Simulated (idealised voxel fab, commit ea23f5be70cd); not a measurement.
Proc. module: voxel self aligned vias
Square cells of 5 nm make up the cross-section cut, whose width is 240 nm.
Throughout this document, each cross-section is represented as a grid of square cells and is presented as a sequence of bands enumerated from the top downward, where a band comprises one or more rows of cells. Band: top and bottom heights (nm) first, top before bottom; then materials from left to right, widths in nm. "edge to edge" marks a sole material filling the band edge to edge. "empty" denotes empty space. A quick word on heights: they are counted from 0, and under that level the wafer as it came to us is one material throughout. The lowest band is different from the rest in having no bottom; it simply continues downward, written as in "0 -> down". Graded width ("30..40"): value in top row of band = first number; value in bottom row = second number; row-to-row change constant. "no alteration", as given for a step, is the statement that not any cell of the cross-section underwent a change during that step. "Sealed internal voids" - sealed voids, min. 8 cells, no opening to top; format: width x height at distance (distance from left edge; nm throughout). after a step's settings: what the simulator itself notes on the step. You can add "overlay nm" to a step's line. For a step with a mask, it describes how far the mask lay to the right of its planned position, and a negative number describes a lay to the left.

Steps in the process plan
1) RECEIVE: material Si
2) CONFORMAL_DEP: material SiO2, thk nm 10
3) CONFORMAL_DEP: material SiCN, thk nm 5
4) DIRECTIONAL_DEP: material SiO2, thk nm 25
5) PATTERN: tone open, mask id LINES, material resist, width nm 20, pitch nm 65, thk nm 15, overlay nm 0
6) DIRECTIONAL_ETCH: etch materials SiO2, depth nm 25
7) STRIP: etch materials resist
8) CONFORMAL_DEP: material TiN, thk nm 5
9) FILL_DEP: material W, thk nm 10
10) CMP: height nm 40
11) SELECTIVE_ETCH: etch materials W Ru TiN, depth nm 10
12) FILL_DEP: material SiN, thk nm 5
13) CMP: height nm 40
14) DIRECTIONAL_DEP: material SiO2, thk nm 15
15) DIRECTIONAL_DEP: material aC, thk nm 10
16) PATTERN: tone open, mask id VIAS, material resist, width nm 40, pitch nm 65, thk nm 30, overlay nm 0
17) DIRECTIONAL_ETCH: etch materials aC, depth nm 10
18) STRIP: etch materials resist
19) DIRECTIONAL_ETCH: etch materials SiO2, depth nm 15
20) DIRECTIONAL_ETCH: etch materials SiN, depth nm 10
21) STRIP: etch materials aC
22) CONFORMAL_DEP: material TiN, thk nm 5
23) FILL_DEP: material Ru, thk nm 5
24) CMP: height nm 55
25) CONFORMAL_DEP: material SiN, thk nm 5

The first of two wafers, run as planned

Cross-section, incoming material, after step 1
* 0 -> down: Si edge to edge
* Sealed internal voids: none

Take a look at the wafer's cross-section after step 2
* 10 -> 0: SiO2 edge to edge
* Nothing below the height 0 has changed.

Take a look at the wafer's cross-section after step 3
* 15 -> 10: SiCN edge to edge
* Nothing below the height 10 has changed.

Take a look at the wafer's cross-section after step 4
* 40 -> 15: SiO2 edge to edge
* Nothing below the height 15 has changed.

Take a look at the wafer's cross-section after step 5
* 55 -> 40: 75 nm resist / 20 nm empty / 45 nm resist / 20 nm empty / 80 nm resist
* Nothing below the height 40 has changed.

Take a look at the wafer's cross-section after step 6
* 55 -> 40: 75 nm resist / 20 nm empty / 45 nm resist / 20 nm empty / 80 nm resist
* 40 -> 15: 75 nm SiO2 / 20 nm empty / 45 nm SiO2 / 20 nm empty / 80 nm SiO2
* Nothing below the height 15 has changed.

Take a look at the wafer's cross-section after step 7
* 40 -> 15: 75 nm SiO2 / 20 nm empty / 45 nm SiO2 / 20 nm empty / 80 nm SiO2
* Nothing below the height 15 has changed.

Take a look at the wafer's cross-section after step 8
* 45 -> 40: 80 nm TiN / 10 nm empty / 55 nm TiN / 10 nm empty / 85 nm TiN
* 40 -> 20: 75 nm SiO2 / 5 nm TiN / 10 nm empty / 5 nm TiN / 45 nm SiO2 / 5 nm TiN / 10 nm empty / 5 nm TiN / 80 nm SiO2
* 20 -> 15: 75 nm SiO2 / 20 nm TiN / 45 nm SiO2 / 20 nm TiN / 80 nm SiO2
* Nothing below the height 15 has changed.

Take a look at the wafer's cross-section after step 9
* 55 -> 45: W edge to edge
* 45 -> 40: 80 nm TiN / 10 nm W / 55 nm TiN / 10 nm W / 85 nm TiN
* 40 -> 20: 75 nm SiO2 / 5 nm TiN / 10 nm W / 5 nm TiN / 45 nm SiO2 / 5 nm TiN / 10 nm W / 5 nm TiN / 80 nm SiO2
* Nothing below the height 20 has changed.

Take a look at the wafer's cross-section after step 10
* 40 -> 20: 75 nm SiO2 / 5 nm TiN / 10 nm W / 5 nm TiN / 45 nm SiO2 / 5 nm TiN / 10 nm W / 5 nm TiN / 80 nm SiO2
* Nothing below the height 20 has changed.

Take a look at the wafer's cross-section after step 11
* 40 -> 30: 75 nm SiO2 / 20 nm empty / 45 nm SiO2 / 20 nm empty / 80 nm SiO2
* Nothing below the height 30 has changed.

Take a look at the wafer's cross-section after step 12
* 45 -> 40: SiN edge to edge
* 40 -> 30: 75 nm SiO2 / 20 nm SiN / 45 nm SiO2 / 20 nm SiN / 80 nm SiO2
* Nothing below the height 30 has changed.

Take a look at the wafer's cross-section after step 13
* 40 -> 30: 75 nm SiO2 / 20 nm SiN / 45 nm SiO2 / 20 nm SiN / 80 nm SiO2
* Nothing below the height 30 has changed.

Take a look at the wafer's cross-section after step 14
* 55 -> 40: SiO2 edge to edge
* Nothing below the height 40 has changed.

Take a look at the wafer's cross-section after step 15
* 65 -> 55: aC edge to edge
* Nothing below the height 55 has changed.

Take a look at the wafer's cross-section after step 16
* 95 -> 65: 65 nm resist / 40 nm empty / 25 nm resist / 40 nm empty / 70 nm resist
* Nothing below the height 65 has changed.

Take a look at the wafer's cross-section after step 17
* 85 -> 65: 65 nm resist / 40 nm empty / 25 nm resist / 40 nm empty / 70 nm resist
* 65 -> 55: 65 nm aC / 40 nm empty / 25 nm aC / 40 nm empty / 70 nm aC
* Nothing below the height 55 has changed.

Take a look at the wafer's cross-section after step 18
* 65 -> 55: 65 nm aC / 40 nm empty / 25 nm aC / 40 nm empty / 70 nm aC
* Nothing below the height 55 has changed.

Take a look at the wafer's cross-section after step 19
* 65 -> 55: 65 nm aC / 40 nm empty / 25 nm aC / 40 nm empty / 70 nm aC
* 55 -> 40: 65 nm SiO2 / 40 nm empty / 25 nm SiO2 / 40 nm empty / 70 nm SiO2
* Nothing below the height 40 has changed.

Take a look at the wafer's cross-section after step 20
* 65 -> 55: 65 nm aC / 40 nm empty / 25 nm aC / 40 nm empty / 70 nm aC
* 55 -> 40: 65 nm SiO2 / 40 nm empty / 25 nm SiO2 / 40 nm empty / 70 nm SiO2
* 40 -> 30: 75 nm SiO2 / 20 nm empty / 45 nm SiO2 / 20 nm empty / 80 nm SiO2
* Nothing below the height 30 has changed.

Take a look at the wafer's cross-section after step 21
* 55 -> 40: 65 nm SiO2 / 40 nm empty / 25 nm SiO2 / 40 nm empty / 70 nm SiO2
* Nothing below the height 40 has changed.

Take a look at the wafer's cross-section after step 22
* 60 -> 55: 70 nm TiN / 30 nm empty / 35 nm TiN / 30 nm empty / 75 nm TiN
* 55 -> 45: 65 nm SiO2 / 5 nm TiN / 30 nm empty / 5 nm TiN / 25 nm SiO2 / 5 nm TiN / 30 nm empty / 5 nm TiN / 70 nm SiO2
* 45 -> 35: 65..75 nm SiO2 / 15..5 nm TiN / 10 nm empty / 15..5 nm TiN / 25..45 nm SiO2 / 15..5 nm TiN / 10 nm empty / 15..5 nm TiN / 70..80 nm SiO2
* 35 -> 30: 75 nm SiO2 / 20 nm TiN / 45 nm SiO2 / 20 nm TiN / 80 nm SiO2
* Nothing below the height 30 has changed.

Take a look at the wafer's cross-section after step 23
* 65 -> 60: Ru edge to edge
* 60 -> 55: 70 nm TiN / 30 nm Ru / 35 nm TiN / 30 nm Ru / 75 nm TiN
* 55 -> 45: 65 nm SiO2 / 5 nm TiN / 30 nm Ru / 5 nm TiN / 25 nm SiO2 / 5 nm TiN / 30 nm Ru / 5 nm TiN / 70 nm SiO2
* 45 -> 35: 65..75 nm SiO2 / 15..5 nm TiN / 10 nm Ru / 15..5 nm TiN / 25..45 nm SiO2 / 15..5 nm TiN / 10 nm Ru / 15..5 nm TiN / 70..80 nm SiO2
* Nothing below the height 35 has changed.

Take a look at the wafer's cross-section after step 24
* 55 -> 45: 65 nm SiO2 / 5 nm TiN / 30 nm Ru / 5 nm TiN / 25 nm SiO2 / 5 nm TiN / 30 nm Ru / 5 nm TiN / 70 nm SiO2
* Nothing below the height 45 has changed.

Take a look at the wafer's cross-section after step 25
* 60 -> 55: SiN edge to edge
* Nothing below the height 55 has changed.

Wafer two of two - same starting point, same process plan, one mistake in execution; matches wafer one up to and including step 10

Second wafer, cut view, end of step 11 per plan
* 40 -> 25: 75 nm SiO2 / 20 nm empty / 45 nm SiO2 / 20 nm empty / 80 nm SiO2
* Nothing below the height 25 has changed.

Second wafer, cut view, end of step 12 per plan
* 45 -> 40: SiN edge to edge
* 40 -> 25: 75 nm SiO2 / 20 nm SiN / 45 nm SiO2 / 20 nm SiN / 80 nm SiO2
* Nothing below the height 25 has changed.

Second wafer, cut view, end of step 13 per plan
* 40 -> 25: 75 nm SiO2 / 20 nm SiN / 45 nm SiO2 / 20 nm SiN / 80 nm SiO2
* Nothing below the height 25 has changed.

Second wafer, cut view, end of step 14 per plan
* 55 -> 40: SiO2 edge to edge
* Nothing below the height 40 has changed.

Second wafer, cut view, end of step 15 per plan
* 65 -> 55: aC edge to edge
* Nothing below the height 55 has changed.

Second wafer, cut view, end of step 16 per plan
* 95 -> 65: 65 nm resist / 40 nm empty / 25 nm resist / 40 nm empty / 70 nm resist
* Nothing below the height 65 has changed.

Second wafer, cut view, end of step 17 per plan
* 85 -> 65: 65 nm resist / 40 nm empty / 25 nm resist / 40 nm empty / 70 nm resist
* 65 -> 55: 65 nm aC / 40 nm empty / 25 nm aC / 40 nm empty / 70 nm aC
* Nothing below the height 55 has changed.

Second wafer, cut view, end of step 18 per plan
* 65 -> 55: 65 nm aC / 40 nm empty / 25 nm aC / 40 nm empty / 70 nm aC
* Nothing below the height 55 has changed.

Second wafer, cut view, end of step 19 per plan
* 65 -> 55: 65 nm aC / 40 nm empty / 25 nm aC / 40 nm empty / 70 nm aC
* 55 -> 40: 65 nm SiO2 / 40 nm empty / 25 nm SiO2 / 40 nm empty / 70 nm SiO2
* Nothing below the height 40 has changed.

Second wafer, cut view, end of step 20 per plan
* 65 -> 55: 65 nm aC / 40 nm empty / 25 nm aC / 40 nm empty / 70 nm aC
* 55 -> 40: 65 nm SiO2 / 40 nm empty / 25 nm SiO2 / 40 nm empty / 70 nm SiO2
* 40 -> 30: 75 nm SiO2 / 20 nm empty / 45 nm SiO2 / 20 nm empty / 80 nm SiO2
* Nothing below the height 30 has changed.

Second wafer, cut view, end of step 21 per plan
* 55 -> 40: 65 nm SiO2 / 40 nm empty / 25 nm SiO2 / 40 nm empty / 70 nm SiO2
* Nothing below the height 40 has changed.

Second wafer, cut view, end of step 22 per plan
* 60 -> 55: 70 nm TiN / 30 nm empty / 35 nm TiN / 30 nm empty / 75 nm TiN
* 55 -> 45: 65 nm SiO2 / 5 nm TiN / 30 nm empty / 5 nm TiN / 25 nm SiO2 / 5 nm TiN / 30 nm empty / 5 nm TiN / 70 nm SiO2
* 45 -> 35: 65..75 nm SiO2 / 15..5 nm TiN / 10 nm empty / 15..5 nm TiN / 25..45 nm SiO2 / 15..5 nm TiN / 10 nm empty / 15..5 nm TiN / 70..80 nm SiO2
* 35 -> 30: 75 nm SiO2 / 20 nm TiN / 45 nm SiO2 / 20 nm TiN / 80 nm SiO2
* Nothing below the height 30 has changed.

Second wafer, cut view, end of step 23 per plan
* 65 -> 60: Ru edge to edge
* 60 -> 55: 70 nm TiN / 30 nm Ru / 35 nm TiN / 30 nm Ru / 75 nm TiN
* 55 -> 45: 65 nm SiO2 / 5 nm TiN / 30 nm Ru / 5 nm TiN / 25 nm SiO2 / 5 nm TiN / 30 nm Ru / 5 nm TiN / 70 nm SiO2
* 45 -> 35: 65..75 nm SiO2 / 15..5 nm TiN / 10 nm Ru / 15..5 nm TiN / 25..45 nm SiO2 / 15..5 nm TiN / 10 nm Ru / 15..5 nm TiN / 70..80 nm SiO2
* Nothing below the height 35 has changed.

Second wafer, cut view, end of step 24 per plan
* 55 -> 45: 65 nm SiO2 / 5 nm TiN / 30 nm Ru / 5 nm TiN / 25 nm SiO2 / 5 nm TiN / 30 nm Ru / 5 nm TiN / 70 nm SiO2
* Nothing below the height 45 has changed.

Second wafer, cut view, end of step 25 per plan
* 60 -> 55: SiN edge to edge
* Nothing below the height 55 has changed.
Error vs. plan: step 11 was not run as planned; what actually ran was SELECTIVE_ETCH: etch materials W Ru TiN, depth nm 15
The second wafer ends with more or fewer cells of some materials than the first, per final count: SiN +8; TiN -4; W -4
